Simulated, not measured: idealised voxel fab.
process module | voxel wiring stack
In the cross-section labelled cut, the width is 235 nm and each square cell is 5 nm.
A cross-section is written here as square cells arranged in a grid, and it is given in bands from the top down, each band taking up one or more rows of cells.
It is stipulated that each band's entry specify, in nanometres, the height of the top of the band and then that of its bottom, followed by the materials of the band in left-to-right sequence, each together with its width in nanometres. A single material marked by the word "everywhere" is understood to fill the band from edge to edge; the word "blank" is understood to denote empty space.
Counting heights begins at 0, where everything beneath is, in the wafer as received, one material. The lowest band has no bottom; it goes on downwards, as "from 0 down" shows.
Quick explanation for "30 to 40": the width changes in equal steps down the rows of cells, from the first number in the band's top row to the second number in its bottom row.
Basically "nothing altered" means that step didn't change any cell in the cross-section.
"Sealed internal voids" specifies each empty space that is not open to the top and that occupies no fewer than 8 cells, using the form width x height at distance, the distance measured from the left edge and all three quantities in nm.
If you see something after the settings on a step's line, that's the simulator's own remark about that step.
overlay nm: for a step with a mask, the amount by which the mask lay right of where it was planned; a negative amount means left of it.
The following list gives the planned process steps:
1. RECEIVE,material Si
2. CONFORMAL_DEP,material SiO2,thk nm 10
3. CONFORMAL_DEP,material SiN,thk nm 5
4. DIRECTIONAL_DEP,material lowk,thk nm 20
5. DIRECTIONAL_DEP,material aC,thk nm 10
6. PATTERN,tone open,mask id METAL_1,material resist,width nm 20,pitch nm 45,thk nm 30,overlay nm 0
7. DIRECTIONAL_ETCH,etch materials aC,depth nm 10
8. STRIP,etch materials resist
9. DIRECTIONAL_ETCH,etch materials lowk,depth nm 20
10. DIRECTIONAL_ETCH,etch materials SiN,depth nm 5
11. STRIP,etch materials aC
12. CONFORMAL_DEP,material TiN,thk nm 5
13. FILL_DEP,material Ru,thk nm 5
14. CMP,height nm 35
15. CONFORMAL_DEP,material SiCN,thk nm 5
16. DIRECTIONAL_DEP,material lowk,thk nm 35
17. MASKED_ETCH,tone open,mask id METAL_2_HOLES,width nm 15,pitch nm 45,etch materials lowk,depth nm 35,overlay nm 0
18. DIRECTIONAL_DEP,material aC,thk nm 10
19. PATTERN,tone open,mask id METAL_2,material resist,width nm 20,pitch nm 45,thk nm 25,overlay nm 0
20. DIRECTIONAL_ETCH,etch materials aC,depth nm 10
21. STRIP,etch materials resist
22. DIRECTIONAL_ETCH,etch materials lowk,depth nm 20
23. DIRECTIONAL_ETCH,etch materials SiCN,depth nm 5
24. STRIP,etch materials aC
25. CONFORMAL_DEP,material TiN,thk nm 5
26. FILL_DEP,material Ru,thk nm 5
27. CMP,height nm 75
28. CONFORMAL_DEP,material SiCN,thk nm 5
So this is the incoming wafer in cross-section - it's already been through step 1:
	from 0 down = Si everywhere
	Sealed internal voids: none
First of two wafers, end-of-module section, run followed plan:
	from 80 to 75 = SiCN everywhere
	from 75 to 60 = 85 nm lowk, then 5 nm TiN, then 10 nm Ru, then 5 nm TiN, then 25 nm lowk, then 5 nm TiN, then 10 nm Ru, then 5 nm TiN, then 85 nm lowk
	from 60 to 55 = 85 nm lowk, then 5 nm TiN, then 5 nm Ru, then 10 nm TiN, then 25 nm lowk, then 5 nm TiN, then 5 nm Ru, then 10 nm TiN, then 85 nm lowk
	from 55 to 40 = 85 nm lowk, then 5 nm TiN, then 5 nm Ru, then 5 nm TiN, then 30 nm lowk, then 5 nm TiN, then 5 nm Ru, then 5 nm TiN, then 90 nm lowk
	from 40 to 35 = 85 nm SiCN, then 15 nm TiN, then 30 nm SiCN, then 15 nm TiN, then 90 nm SiCN
	from 35 to 15 = 85 nm lowk, then 5 nm TiN, then 10 nm Ru, then 5 nm TiN, then 25 nm lowk, then 5 nm TiN, then 10 nm Ru, then 5 nm TiN, then 85 nm lowk
	from 15 to 10 = 85 nm SiN, then 20 nm TiN, then 25 nm SiN, then 20 nm TiN, then 85 nm SiN
	from 10 to 0 = SiO2 everywhere
	from 0 down = Si everywhere
	Sealed internal voids: none
Wafer two (of two), end-of-module cross-section: start = wafer one, plan = wafer one, one run mistake:
	from 80 to 75 = SiCN everywhere
	from 75 to 60 = 95 nm Ru, then 5 nm TiN, then 5 nm lowk, then 5 nm TiN, then 30 nm Ru, then 5 nm TiN, then 5 nm lowk, then 5 nm TiN, then 80 nm Ru
	from 60 to 55 = 90 nm TiN, then 5 nm Ru, then 5 nm TiN, then 5 nm lowk, then 30 nm TiN, then 5 nm Ru, then 5 nm TiN, then 5 nm lowk, then 85 nm TiN
	from 55 to 45 = 85 nm lowk, then 5 nm TiN, then 5 nm Ru, then 5 nm TiN, then 30 nm lowk, then 5 nm TiN, then 5 nm Ru, then 5 nm TiN, then 90 nm lowk
	from 45 to 40 = 85 nm lowk, then 15 nm TiN, then 30 nm lowk, then 15 nm TiN, then 90 nm lowk
	from 40 to 35 = SiCN everywhere
	from 35 to 15 = 85 nm lowk, then 5 nm TiN, then 10 nm Ru, then 5 nm TiN, then 25 nm lowk, then 5 nm TiN, then 10 nm Ru, then 5 nm TiN, then 85 nm lowk
	from 15 to 10 = 85 nm SiN, then 20 nm TiN, then 25 nm SiN, then 20 nm TiN, then 85 nm SiN
	from 10 to 0 = SiO2 everywhere
	from 0 down = Si everywhere
	Sealed internal voids: none
It is concluded that the wafer was processed incorrectly with respect to the plan, in that step 19, actual vs plan mismatch, actual run PATTERN,tone cover,mask id METAL_2,material resist,width nm 20,pitch nm 45,thk nm 25,overlay nm 0
Wafer comparison, final, in cells, second relative to first, materials more or fewer: 109 more of Ru | 6 more of SiCN | 33 more of TiN | 148 fewer of lowk
